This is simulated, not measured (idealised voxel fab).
A process module follows: voxel released beams.
Each square cell in cross-section cut measures 5 nm, and the section as a whole is 180 nm wide.
For the purposes of this document, a cross-section shall be understood as a grid of square cells, specified as bands listed in top-to-bottom order, each band consisting of one or more rows of cells. Quick guide to a band line: top height, bottom height (nm) up front; then every material left to right with its width in nm. Only one material and it's marked "all across"? Then it fills the band edge to edge. And "blank" just means empty space. Height reference: 0 = level under which incoming wafer is all one material. Lowest band: no bottom, runs on downward, e.g. "0..down". Read "30..40" as a graded width: first number on top, second number at the bottom, same change between each pair of neighbouring rows. No cell of the cross-section changed in a step that is given as "remained the same". Closed-off voids of 8+ cells (no open route to the top) go in "Sealed internal cavities", written width x height at distance from the left edge, in nm. after a step's settings: what the simulator itself notes on the step. The line of a step may include "overlay nm". On a step with a mask, this value is how far to the right of its planned place the mask lay. A negative value means the mask lay to the left.

# The planned process steps are enumerated hereunder
1. RECEIVE,material Si
2. CONFORMAL_DEP,material Al2O3,thk nm 5
3. DIRECTIONAL_DEP,material SiO2,thk nm 15
4. DIRECTIONAL_DEP,material aC,thk nm 15
5. PATTERN,tone open,mask id ANCHOR,material resist,width nm 30,thk nm 35,overlay nm 0
6. DIRECTIONAL_ETCH,etch materials aC,depth nm 15
7. STRIP,etch materials resist
8. DIRECTIONAL_ETCH,etch materials SiO2,depth nm 15
9. STRIP,etch materials aC
10. CONFORMAL_DEP,material polySi,thk nm 10
11. MASKED_ETCH,tone cover,mask id BEAM,width nm 80,etch materials polySi,depth nm 10,overlay nm 0
12. STRIP,etch materials SiO2

# First wafer out of two, processed as planned

# Cross-section of the wafer at receipt, which is the condition after step 1
    0..down  Si all across
    Sealed internal cavities: none

# Wafer section view after processing step 2
    5..0  Al2O3 all across
    Beneath the level 0, the cross-section is identical to its previous state.

# Wafer section view after processing step 3
    20..5  SiO2 all across
    Beneath the level 5, the cross-section is identical to its previous state.

# Wafer section view after processing step 4
    35..20  aC all across
    Beneath the level 20, the cross-section is identical to its previous state.

# Wafer section view after processing step 5
    70..35  resist (50) | blank (30) | resist (100)
    Beneath the level 35, the cross-section is identical to its previous state.

# Wafer section view after processing step 6
    55..35  resist (50) | blank (30) | resist (100)
    35..20  aC (50) | blank (30) | aC (100)
    Beneath the level 20, the cross-section is identical to its previous state.

# Wafer section view after processing step 7
    35..20  aC (50) | blank (30) | aC (100)
    Beneath the level 20, the cross-section is identical to its previous state.

# Wafer section view after processing step 8
    35..20  aC (50) | blank (30) | aC (100)
    20..5  SiO2 (50) | blank (30) | SiO2 (100)
    Beneath the level 5, the cross-section is identical to its previous state.

# Wafer section view after processing step 9
    20..5  SiO2 (50) | blank (30) | SiO2 (100)
    Beneath the level 5, the cross-section is identical to its previous state.

# Wafer section view after processing step 10
    30..20  polySi (60) | blank (10) | polySi (110)
    20..15  SiO2 (50) | polySi (10) | blank (10) | polySi (10) | SiO2 (100)
    15..5  SiO2 (50) | polySi (30) | SiO2 (100)
    Beneath the level 5, the cross-section is identical to its previous state.

# Wafer section view after processing step 11
    30..20  blank (45) | polySi (15) | blank (10) | polySi (55) | blank (55)
    Beneath the level 20, the cross-section is identical to its previous state.

# Wafer section view after processing step 12
    30..20  blank (45) | polySi (15) | blank (10) | polySi (55) | blank (55)
    20..15  blank (50) | polySi (10) | blank (10) | polySi (10) | blank (100)
    15..5  blank (50) | polySi (30) | blank (100)
    Beneath the level 5, the cross-section is identical to its previous state.

# For the second wafer, take the first wafer's start and plan, then add one mistake made in running it; everything through step 1, that step included, is shared with the first

# Cross-section: second wafer, time at which step 2 was scheduled to end
    5..0  SiO2 all across
    Beneath the level 0, the cross-section is identical to its previous state.

# Cross-section: second wafer, time at which step 3 was scheduled to end
    20..0  SiO2 all across
    Beneath the level 0, the cross-section is identical to its previous state.

# Cross-section: second wafer, time at which step 4 was scheduled to end
    35..20  aC all across
    Beneath the level 20, the cross-section is identical to its previous state.

# Cross-section: second wafer, time at which step 5 was scheduled to end
    70..35  resist (50) | blank (30) | resist (100)
    Beneath the level 35, the cross-section is identical to its previous state.

# Cross-section: second wafer, time at which step 6 was scheduled to end
    55..35  resist (50) | blank (30) | resist (100)
    35..20  aC (50) | blank (30) | aC (100)
    Beneath the level 20, the cross-section is identical to its previous state.

# Cross-section: second wafer, time at which step 7 was scheduled to end
    35..20  aC (50) | blank (30) | aC (100)
    Beneath the level 20, the cross-section is identical to its previous state.

# Cross-section: second wafer, time at which step 8 was scheduled to end
    35..20  aC (50) | blank (30) | aC (100)
    20..5  SiO2 (50) | blank (30) | SiO2 (100)
    Beneath the level 5, the cross-section is identical to its previous state.

# Cross-section: second wafer, time at which step 9 was scheduled to end
    20..5  SiO2 (50) | blank (30) | SiO2 (100)
    Beneath the level 5, the cross-section is identical to its previous state.

# Cross-section: second wafer, time at which step 10 was scheduled to end
    30..20  polySi (60) | blank (10) | polySi (110)
    20..15  SiO2 (50) | polySi (10) | blank (10) | polySi (10) | SiO2 (100)
    15..5  SiO2 (50) | polySi (30) | SiO2 (100)
    Beneath the level 5, the cross-section is identical to its previous state.

# Cross-section: second wafer, time at which step 11 was scheduled to end
    30..20  blank (45) | polySi (15) | blank (10) | polySi (55) | blank (55)
    Beneath the level 20, the cross-section is identical to its previous state.

# Cross-section: second wafer, time at which step 12 was scheduled to end
    0..down  Si all across
Deviation noted in wafer processing: step 2 did not happen as planned, as run it was CONFORMAL_DEP,material SiO2,thk nm 5
Looking at both finished wafers in cells, the second ends up ahead of or behind the first on some materials: Al2O3: 36 fewer, polySi: 44 fewer
